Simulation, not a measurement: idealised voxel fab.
Title: Process Module voxel tone inversion
Square cell edge 5 nm, section width 240 nm, ID cut.
Each cross-section below is a grid of square cells, stated as bands in top-down order, with one or more rows of cells making up each band. First you get the band's top height and its bottom height, in nm, and then the materials it's made of, left to right, with each width in nm. If you see a single material with "all across", that one covers the band edge to edge. "air" is empty space. Heights are measured from 0, the level below which the as-received wafer is all one material; the lowest band has no bottom and continues downward, written as in "0 down". It should be noted that a width expressed as "30->40" varies in equal increments from row to row of cells within the band, taking the value of the first number at the top row and that of the second number at the bottom row. You'll sometimes find "nothing changed" written for a step, and that's the way of saying that nowhere in the cross-section did a cell change during that step. Listed in "Enclosed void listing": every empty space of 8 or more cells without an open way to the top. Form: width x height at distance, the distance being from the left edge, all in nm. On a step's line, text after the settings is the simulator commenting on that step. The optional step-line setting "overlay nm" applies to steps with a mask and quantifies how far to the right of its planned location the mask lay, a negative value indicating leftward placement.

[The following list gives the planned process steps]
| 1 | op RECEIVE | material Si |
| 2 | op CONFORMAL_DEP | material SiN | thk nm 5 |
| 3 | op DIRECTIONAL_DEP | material aC | thk nm 20 |
| 4 | op PATTERN | tone cover | mask id POSTS | material resist | width nm 15 | pitch nm 45 | thk nm 30 | overlay nm 0 |
| 5 | op DIRECTIONAL_ETCH | etch materials aC | depth nm 20 |
| 6 | op STRIP | etch materials resist |
| 7 | op FILL_DEP | material SiO2 | thk nm 5 |
| 8 | op CMP | height nm 25 |
| 9 | op STRIP | etch materials aC |
| 10 | op CONFORMAL_DEP | material TiN | thk nm 5 |
| 11 | op FILL_DEP | material Ru | thk nm 5 |
| 12 | op CMP | height nm 25 |
| 13 | op CONFORMAL_DEP | material SiN | thk nm 5 |

[Cross-section, incoming material, after step 1]
  0 down: Si all across
  Enclosed void listing: none

[Final wafer profile in cross-section after the module, from the same start and plan as above, with one mistake made during processing]
  30 to 25: SiN all across
  25 to 20: SiO2 all across
  20 to 0: 45 SiO2, 15 aC, 30 SiO2, 15 aC, 30 SiO2, 15 aC, 30 SiO2, 15 aC, 45 SiO2
  0 down: Si all across
  Enclosed void listing: none
Short version of what went wrong: step 2 of the plan was excluded from execution and never run
